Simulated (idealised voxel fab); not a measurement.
Process module, titled voxel self aligned contacts
The cross-section shown here is cut; it is 235 nm wide and divided into square cells measuring 5 nm on a side.
In what follows, cross-sections appear as grids of square cells, described through bands that run from the top down, where every band is one or more rows of cells. Look at the band entry: it leads with the top's height and the bottom's height in nm. Then it lists the materials left to right, with a width in nm for each. The word "edge to edge" on a single material says that material fills the band edge to edge. The word "blank" is empty space. Heights from 0 (as-received wafer is one material below). Bottom band endless downward, as "0..down". It should be noted that a width expressed as "30..40" varies in equal increments from row to row of cells within the band, taking the value of the first number at the top row and that of the second number at the bottom row. What does "remained unchanged" mean for a step? It means no cell of the cross-section changed in that step. Enclosed voids (no open way to top), threshold 8 cells or more, entry "Enclosed void list", notation width x height at distance, distance from left edge, nm. It should be noted that, on the line of a given step, the content following the step's settings is a remark produced by the simulator itself with respect to that step. You can add "overlay nm" to a step's line. For a step with a mask, it describes how far the mask lay to the right of its planned position, and a negative number describes a lay to the left.

The following list gives the planned process steps
| 1 | RECEIVE with material Si |
| 2 | CONFORMAL_DEP with material SiO2, thk nm 5 |
| 3 | DIRECTIONAL_DEP with material polySi, thk nm 25 |
| 4 | DIRECTIONAL_DEP with material SiN, thk nm 20 |
| 5 | PATTERN with tone cover, mask id GATE, material resist, width nm 25, pitch nm 55, thk nm 15, overlay nm 0 |
| 6 | DIRECTIONAL_ETCH with etch materials SiN, depth nm 20 |
| 7 | DIRECTIONAL_ETCH with etch materials polySi, depth nm 25 |
| 8 | STRIP with etch materials resist |
| 9 | CONFORMAL_DEP with material SiN, thk nm 5 |
| 10 | DIRECTIONAL_ETCH with etch materials SiN, depth nm 5 |
| 11 | FILL_DEP with material SiO2, thk nm 15 |
| 12 | CMP with height nm 55 |
| 13 | PATTERN with tone open, mask id CONTACT, material resist, width nm 40, pitch nm 55, thk nm 20, overlay nm 0 |
| 14 | DIRECTIONAL_ETCH with etch materials SiO2, depth nm 55 |
| 15 | STRIP with etch materials resist |
| 16 | CONFORMAL_DEP with material TiN, thk nm 5 |
| 17 | FILL_DEP with material W, thk nm 10 |
| 18 | CMP with height nm 55 |
| 19 | CONFORMAL_DEP with material SiN, thk nm 5 |

Run as planned: first of two wafers

As received, after step 1
> 0..down: Si edge to edge
> Enclosed void list: none

After step 2, in cross-section
> 5..0: SiO2 edge to edge
> Nothing below the height 0 has changed.

After step 3, in cross-section
> 30..5: polySi edge to edge
> Nothing below the height 5 has changed.

After step 4, in cross-section
> 50..30: SiN edge to edge
> Nothing below the height 30 has changed.

After step 5, in cross-section
> 65..50: blank: 50, resist: 25, blank: 30, resist: 25, blank: 30, resist: 25, blank: 50
> Nothing below the height 50 has changed.

After step 6, in cross-section
> 65..50: blank: 50, resist: 25, blank: 30, resist: 25, blank: 30, resist: 25, blank: 50
> 50..30: blank: 50, SiN: 25, blank: 30, SiN: 25, blank: 30, SiN: 25, blank: 50
> Nothing below the height 30 has changed.

After step 7, in cross-section
> 65..50: blank: 50, resist: 25, blank: 30, resist: 25, blank: 30, resist: 25, blank: 50
> 50..30: blank: 50, SiN: 25, blank: 30, SiN: 25, blank: 30, SiN: 25, blank: 50
> 30..5: blank: 50, polySi: 25, blank: 30, polySi: 25, blank: 30, polySi: 25, blank: 50
> Nothing below the height 5 has changed.

After step 8, in cross-section
> 50..30: blank: 50, SiN: 25, blank: 30, SiN: 25, blank: 30, SiN: 25, blank: 50
> Nothing below the height 30 has changed.

After step 9, in cross-section
> 55..30: blank: 45, SiN: 35, blank: 20, SiN: 35, blank: 20, SiN: 35, blank: 45
> 30..10: blank: 45, SiN: 5, polySi: 25, SiN: 5, blank: 20, SiN: 5, polySi: 25, SiN: 5, blank: 20, SiN: 5, polySi: 25, SiN: 5, blank: 45
> 10..5: SiN: 50, polySi: 25, SiN: 30, polySi: 25, SiN: 30, polySi: 25, SiN: 50
> Nothing below the height 5 has changed.

After step 10, in cross-section
> 50..30: blank: 45, SiN: 35, blank: 20, SiN: 35, blank: 20, SiN: 35, blank: 45
> 30..5: blank: 45, SiN: 5, polySi: 25, SiN: 5, blank: 20, SiN: 5, polySi: 25, SiN: 5, blank: 20, SiN: 5, polySi: 25, SiN: 5, blank: 45
> Nothing below the height 5 has changed.

After step 11, in cross-section
> 65..50: SiO2 edge to edge
> 50..30: SiO2: 45, SiN: 35, SiO2: 20, SiN: 35, SiO2: 20, SiN: 35, SiO2: 45
> 30..5: SiO2: 45, SiN: 5, polySi: 25, SiN: 5, SiO2: 20, SiN: 5, polySi: 25, SiN: 5, SiO2: 20, SiN: 5, polySi: 25, SiN: 5, SiO2: 45
> Nothing below the height 5 has changed.

After step 12, in cross-section
> 55..50: SiO2 edge to edge
> Nothing below the height 50 has changed.

After step 13, in cross-section
> 75..55: resist: 70, blank: 40, resist: 15, blank: 40, resist: 70
> Nothing below the height 55 has changed.

After step 14, in cross-section
> 75..55: resist: 70, blank: 40, resist: 15, blank: 40, resist: 70
> 55..50: SiO2: 70, blank: 40, SiO2: 15, blank: 40, SiO2: 70
> 50..30: SiO2: 45, SiN: 35, blank: 20, SiN: 35, blank: 20, SiN: 35, SiO2: 45
> 30..5: SiO2: 45, SiN: 5, polySi: 25, SiN: 5, blank: 20, SiN: 5, polySi: 25, SiN: 5, blank: 20, SiN: 5, polySi: 25, SiN: 5, SiO2: 45
> 5..0: SiO2: 80, blank: 20, SiO2: 35, blank: 20, SiO2: 80
> Nothing below the height 0 has changed.

After step 15, in cross-section
> 55..50: SiO2: 70, blank: 40, SiO2: 15, blank: 40, SiO2: 70
> Nothing below the height 50 has changed.

After step 16, in cross-section
> 60..55: TiN: 75, blank: 30, TiN: 25, blank: 30, TiN: 75
> 55..50: SiO2: 70, TiN: 15, blank: 10, TiN: 15, SiO2: 15, TiN: 15, blank: 10, TiN: 15, SiO2: 70
> 50..30: SiO2: 45, SiN: 35, TiN: 5, blank: 10, TiN: 5, SiN: 35, TiN: 5, blank: 10, TiN: 5, SiN: 35, SiO2: 45
> 30..5: SiO2: 45, SiN: 5, polySi: 25, SiN: 5, TiN: 5, blank: 10, TiN: 5, SiN: 5, polySi: 25, SiN: 5, TiN: 5, blank: 10, TiN: 5, SiN: 5, polySi: 25, SiN: 5, SiO2: 45
> 5..0: SiO2: 80, TiN: 20, SiO2: 35, TiN: 20, SiO2: 80
> Nothing below the height 0 has changed.

After step 17, in cross-section
> 70..60: W edge to edge
> 60..55: TiN: 75, W: 30, TiN: 25, W: 30, TiN: 75
> 55..50: SiO2: 70, TiN: 15, W: 10, TiN: 15, SiO2: 15, TiN: 15, W: 10, TiN: 15, SiO2: 70
> 50..30: SiO2: 45, SiN: 35, TiN: 5, W: 10, TiN: 5, SiN: 35, TiN: 5, W: 10, TiN: 5, SiN: 35, SiO2: 45
> 30..5: SiO2: 45, SiN: 5, polySi: 25, SiN: 5, TiN: 5, W: 10, TiN: 5, SiN: 5, polySi: 25, SiN: 5, TiN: 5, W: 10, TiN: 5, SiN: 5, polySi: 25, SiN: 5, SiO2: 45
> Nothing below the height 5 has changed.

After step 18, in cross-section
> 55..50: SiO2: 70, TiN: 15, W: 10, TiN: 15, SiO2: 15, TiN: 15, W: 10, TiN: 15, SiO2: 70
> Nothing below the height 50 has changed.

After step 19, in cross-section
> 60..55: SiN edge to edge
> Nothing below the height 55 has changed.

Second wafer - shared start and plan with the first - one error in running - same as the first up to step 3 inclusive

Second wafer shown in cross-section at the time step 4 was slated to end
> 70..30: SiN edge to edge
> Nothing below the height 30 has changed.

Second wafer shown in cross-section at the time step 5 was slated to end
> 85..70: blank: 50, resist: 25, blank: 30, resist: 25, blank: 30, resist: 25, blank: 50
> Nothing below the height 70 has changed.

Second wafer shown in cross-section at the time step 6 was slated to end
> 85..70: blank: 50, resist: 25, blank: 30, resist: 25, blank: 30, resist: 25, blank: 50
> 70..50: blank: 50, SiN: 25, blank: 30, SiN: 25, blank: 30, SiN: 25, blank: 50
> Nothing below the height 50 has changed.

Second wafer shown in cross-section at the time step 7 was slated to end: remained unchanged

Second wafer shown in cross-section at the time step 8 was slated to end
> 70..50: blank: 50, SiN: 25, blank: 30, SiN: 25, blank: 30, SiN: 25, blank: 50
> Nothing below the height 50 has changed.

Second wafer shown in cross-section at the time step 9 was slated to end
> 75..55: blank: 45, SiN: 35, blank: 20, SiN: 35, blank: 20, SiN: 35, blank: 45
> 55..30: SiN edge to edge
> Nothing below the height 30 has changed.

Second wafer shown in cross-section at the time step 10 was slated to end
> 70..50: blank: 45, SiN: 35, blank: 20, SiN: 35, blank: 20, SiN: 35, blank: 45
> Nothing below the height 50 has changed.

Second wafer shown in cross-section at the time step 11 was slated to end
> 85..70: SiO2 edge to edge
> 70..50: SiO2: 45, SiN: 35, SiO2: 20, SiN: 35, SiO2: 20, SiN: 35, SiO2: 45
> Nothing below the height 50 has changed.

Second wafer shown in cross-section at the time step 12 was slated to end
> 55..50: SiO2: 45, SiN: 35, SiO2: 20, SiN: 35, SiO2: 20, SiN: 35, SiO2: 45
> Nothing below the height 50 has changed.

Second wafer shown in cross-section at the time step 13 was slated to end
> 75..55: resist: 70, blank: 40, resist: 15, blank: 40, resist: 70
> Nothing below the height 55 has changed.

Second wafer shown in cross-section at the time step 14 was slated to end
> 75..55: resist: 70, blank: 40, resist: 15, blank: 40, resist: 70
> 55..50: SiO2: 45, SiN: 35, blank: 20, SiN: 35, blank: 20, SiN: 35, SiO2: 45
> Nothing below the height 50 has changed.

Second wafer shown in cross-section at the time step 15 was slated to end
> 55..50: SiO2: 45, SiN: 35, blank: 20, SiN: 35, blank: 20, SiN: 35, SiO2: 45
> Nothing below the height 50 has changed.

Second wafer shown in cross-section at the time step 16 was slated to end
> 60..55: TiN: 85, blank: 10, TiN: 45, blank: 10, TiN: 85
> 55..50: SiO2: 45, SiN: 35, TiN: 20, SiN: 35, TiN: 20, SiN: 35, SiO2: 45
> Nothing below the height 50 has changed.

Second wafer shown in cross-section at the time step 17 was slated to end
> 70..60: W edge to edge
> 60..55: TiN: 85, W: 10, TiN: 45, W: 10, TiN: 85
> Nothing below the height 55 has changed.

Second wafer shown in cross-section at the time step 18 was slated to end
> 55..50: SiO2: 45, SiN: 35, TiN: 20, SiN: 35, TiN: 20, SiN: 35, SiO2: 45
> Nothing below the height 50 has changed.

Second wafer shown in cross-section at the time step 19 was slated to end
> 60..55: SiN edge to edge
> Nothing below the height 55 has changed.
Deviation noted in wafer processing: step 4 was run twice
Final cells, second wafer relative to first, materials higher or lower: +95 SiN | -167 SiO2 | -48 TiN | -40 W | +160 polySi
